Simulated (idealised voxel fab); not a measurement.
Documented hereafter: the process module known as voxel tone inversion.
We display cut, a cross-section 240 nm in width whose square cells are each 5 nm.
In this document a cross-section is written as a grid of square cells. It is given as a series of bands, listed from the top down, and a band is one or more rows of cells. In this notation a band is specified by the heights of its top and bottom, in that order and in nm, after which its materials appear from left to right, each paired with its width in nm. The word "everywhere" attached to a single material means that material fills the band from edge to edge; the word "blank" stands for empty space. Height 0 is the level under which the wafer as received is all one material. The lowest band goes on downwards, as in "0..down". A two-number width, for instance "30 to 40", indicates that the width is equal to the first number in the top row of the band and to the second number in the bottom row, and that it changes by a constant amount per row of cells. Take "no modification" at face value: in the step it is given for, the cross-section changed in none of its cells. You'll see "Non-vented voids" listing empty spaces that have no way open to the top, as long as they're 8 cells or more; the notation is width x height at distance, where the distance is from the left edge, and all of it is in nm. Heads up: the bit after the settings on a step's line is the simulator's remark on that step. You can add "overlay nm" to a step's line. For a step with a mask, it describes how far the mask lay to the right of its planned position, and a negative number describes a lay to the left.
The steps planned for the process are as follows:
1 RECEIVE with material Si
2 CONFORMAL_DEP with material SiN, thk nm 10
3 DIRECTIONAL_DEP with material aC, thk nm 25
4 PATTERN with tone cover, mask id POSTS, material resist, width nm 20, pitch nm 50, thk nm 35, overlay nm -15
5 DIRECTIONAL_ETCH with etch materials aC, depth nm 25
6 STRIP with etch materials resist
7 FILL_DEP with material lowk, thk nm 5
8 CMP with height nm 35
9 STRIP with etch materials aC
10 CONFORMAL_DEP with material TiN, thk nm 5
11 FILL_DEP with material Ru, thk nm 10
12 CMP with height nm 35
13 CONFORMAL_DEP with material SiN, thk nm 5
Quick note for whoever runs this: the wafers start identical, but the overlay nm at step 4 isn't the same across them. The plan just shows what the first wafer had.
As-received cross-section, first of several wafers, post step 1:
0..down  Si everywhere
Non-vented voids: none
Cross-section of the first of several wafers, taken after step 13, where the module ends:
40..35  SiN everywhere
35..15  lowk 20; TiN 5; Ru 10; TiN 5; lowk 30; TiN 5; Ru 10; TiN 5; lowk 30; TiN 5; Ru 10; TiN 5; lowk 30; TiN 5; Ru 10; TiN 5; lowk 50
15..10  lowk 20; TiN 20; lowk 30; TiN 20; lowk 30; TiN 20; lowk 30; TiN 20; lowk 50
10..0  SiN everywhere
0..down  Si everywhere
Non-vented voids: none
Of the several wafers, the last: cross-section at the end of the module:
40..35  SiN everywhere
35..15  lowk 50; TiN 5; Ru 10; TiN 5; lowk 30; TiN 5; Ru 10; TiN 5; lowk 30; TiN 5; Ru 10; TiN 5; lowk 30; TiN 5; Ru 10; TiN 5; lowk 20
15..10  lowk 50; TiN 20; lowk 30; TiN 20; lowk 30; TiN 20; lowk 30; TiN 20; lowk 20
10..0  SiN everywhere
0..down  Si everywhere
Non-vented voids: none
Each wafer at the end: cells of each material gained (+) or lost (-) since it was received, then its closed voids:
overlay nm -15, +32 Ru, +144 SiN, +48 TiN, +160 lowk, Non-vented voids: none
overlay nm -10, +32 Ru, +144 SiN, +48 TiN, +160 lowk, Non-vented voids: none
overlay nm -5, +32 Ru, +144 SiN, +48 TiN, +160 lowk, Non-vented voids: none
overlay nm 0, +32 Ru, +144 SiN, +48 TiN, +160 lowk, Non-vented voids: none
overlay nm 5, +32 Ru, +144 SiN, +48 TiN, +160 lowk, Non-vented voids: none
overlay nm 10, +32 Ru, +144 SiN, +48 TiN, +160 lowk, Non-vented voids: none
overlay nm 15, +32 Ru, +144 SiN, +48 TiN, +160 lowk, Non-vented voids: none
